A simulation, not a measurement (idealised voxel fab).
process module | voxel ribs on slabs
Displayed cross-section: cut, width of 160 nm, square cells sized 5 nm.
When this document writes out a cross-section, it uses a grid of square cells and lists it as bands, beginning at the top and moving down, with a band standing for one or more rows of cells. A band entry consists of two parts. The first gives the height of the band's top and the height of its bottom, in nm. The rest lists the band's materials from left to right, each with its width in nm. A single material labelled with the word "full width" fills the band from edge to edge, and the word "air" marks empty space. Zero point of the height axis is 0; under it, received wafer = one material. Lowest band: continues down indefinitely, "0 nm and below". The two numbers in a width such as "30 to 40" mark its ends across the band: the first belongs to the top row of cells, the second to the bottom row, and from each row to the next the width moves by the same amount. Step marked "nothing was modified"? Then no cell in the cross-section changed in it. Entry "Voids lacking openings". Content: empty spaces with no open connection to the top, size 8 cells or greater. Each: width x height at distance. Distance: from left edge. Unit: nm. Step line, after settings: the simulator's comment on this step. overlay nm: how far to the right of its planned place the mask lay on this masked step (negative: to the left).

Listed below are the process steps as planned
1 RECEIVE with material Si
2 DIRECTIONAL_DEP with material SiO2, thk nm 20
3 DIRECTIONAL_DEP with material polySi, thk nm 15
4 PATTERN with tone cover, mask id RIB, material resist, width nm 20, thk nm 15, overlay nm 0
5 DIRECTIONAL_ETCH with etch materials polySi, depth nm 5
6 STRIP with etch materials resist
7 PATTERN with tone cover, mask id SLAB, material resist, width nm 60, thk nm 20, overlay nm 0
8 DIRECTIONAL_ETCH with etch materials polySi, depth nm 10
9 STRIP with etch materials resist
10 FILL_DEP with material SiO2, thk nm 25
11 CMP with height nm 50
12 DIRECTIONAL_DEP with material TiN, thk nm 5
13 PATTERN with tone cover, mask id HEATER, material resist, width nm 30, thk nm 15, overlay nm 0
14 DIRECTIONAL_ETCH with etch materials TiN, depth nm 5
15 STRIP with etch materials resist
16 CONFORMAL_DEP with material SiO2, thk nm 10

Wafer at receipt (post step 1), cross-section
  0 nm and below: Si full width
  Voids lacking openings: none

Cross-sectional image of the first of two wafers at the end of the module, the run having proceeded as planned
  65 nm to 60 nm: 55 nm air / 50 nm SiO2 / 55 nm air
  60 nm to 55 nm: SiO2 full width
  55 nm to 50 nm: 65 nm SiO2 / 30 nm TiN / 65 nm SiO2
  50 nm to 35 nm: SiO2 full width
  35 nm to 30 nm: 70 nm SiO2 / 20 nm polySi / 70 nm SiO2
  30 nm to 20 nm: 50 nm SiO2 / 60 nm polySi / 50 nm SiO2
  20 nm to 0 nm: SiO2 full width
  0 nm and below: Si full width
  Voids lacking openings: none

Presented here is a cross-section of the second of the two wafers as it stood at the end of the module. It was started in the same manner and assigned the same plan as the first wafer; however, one mistake was made in its execution
  65 nm to 60 nm: 55 nm air / 50 nm SiO2 / 55 nm air
  60 nm to 55 nm: SiO2 full width
  55 nm to 50 nm: 65 nm SiO2 / 30 nm TiN / 65 nm SiO2
  50 nm to 30 nm: SiO2 full width
  30 nm to 25 nm: 50 nm polySi / 60 nm SiO2 / 50 nm polySi
  25 nm to 20 nm: 50 nm polySi / 20 nm SiO2 / 20 nm polySi / 20 nm SiO2 / 50 nm polySi
  20 nm to 0 nm: SiO2 full width
  0 nm and below: Si full width
  Voids lacking openings: none
Deviation from plan: step 7 did not happen as planned, as run it was PATTERN with tone open, mask id SLAB, material resist, width nm 60, thk nm 20, overlay nm 0
Counted in cells at the end, the second wafer holds more or fewer of these materials than the first: 16 fewer of SiO2, 16 more of polySi
